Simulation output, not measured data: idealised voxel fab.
process module | voxel released beams
cross-section cut | 250 nm wide | cells 5 nm
A cross-section is a grid of square cells, given in bands from the top down. A band is one or more rows of cells.
Each band's line starts with the height of the band's top and of its bottom, in nm. Then come its materials from left to right, each with its width in nm. One material with "throughout" fills the band from edge to edge. "air" is empty space.
Height 0 is the level under which the wafer as received is all one material. The lowest band goes on downwards, as in "0 down".
A width such as "30 to 40" changes by the same amount from each row of cells to the next, from the band's top row to its bottom row.
"no change" after a step means that no cell of the cross-section changed.
closed voids: empty space of 8 cells or more with no open way to the top, each as width x height at its distance from the left edge, in nm
after a step's settings: what the simulator itself notes on the step
overlay nm, on a step with a mask: how far to the right of its planned place the mask lay; to the left if negative
plan
1 op RECEIVE | material Si
2 op CONFORMAL_DEP | material SiN | thk nm 5
3 op DIRECTIONAL_DEP | material SiO2 | thk nm 20
4 op MASKED_ETCH | tone open | mask id ANCHOR | width nm 35 | etch materials SiO2 | depth nm 20 | overlay nm 0
5 op CONFORMAL_DEP | material polySi | thk nm 10
6 op MASKED_ETCH | tone cover | mask id BEAM | width nm 85 | etch materials polySi | depth nm 10 | overlay nm 0
7 op STRIP | etch materials SiO2
varied across the wafers: thk nm of step 2. The plan shows the first wafer's value. All wafers start alike
first wafer as received, after step 1
  0 down: Si throughout
  closed voids: none
each wafer at the end: cells of each material gained (+) or lost (-) since it was received, then its closed voids
thk nm 5 | +50 SiN | +50 polySi | closed voids: none
thk nm 10 | +100 SiN | +50 polySi | closed voids: none
thk nm 15 | +150 SiN | +50 polySi | closed voids: none
thk nm 20 | +200 SiN | +50 polySi | closed voids: none
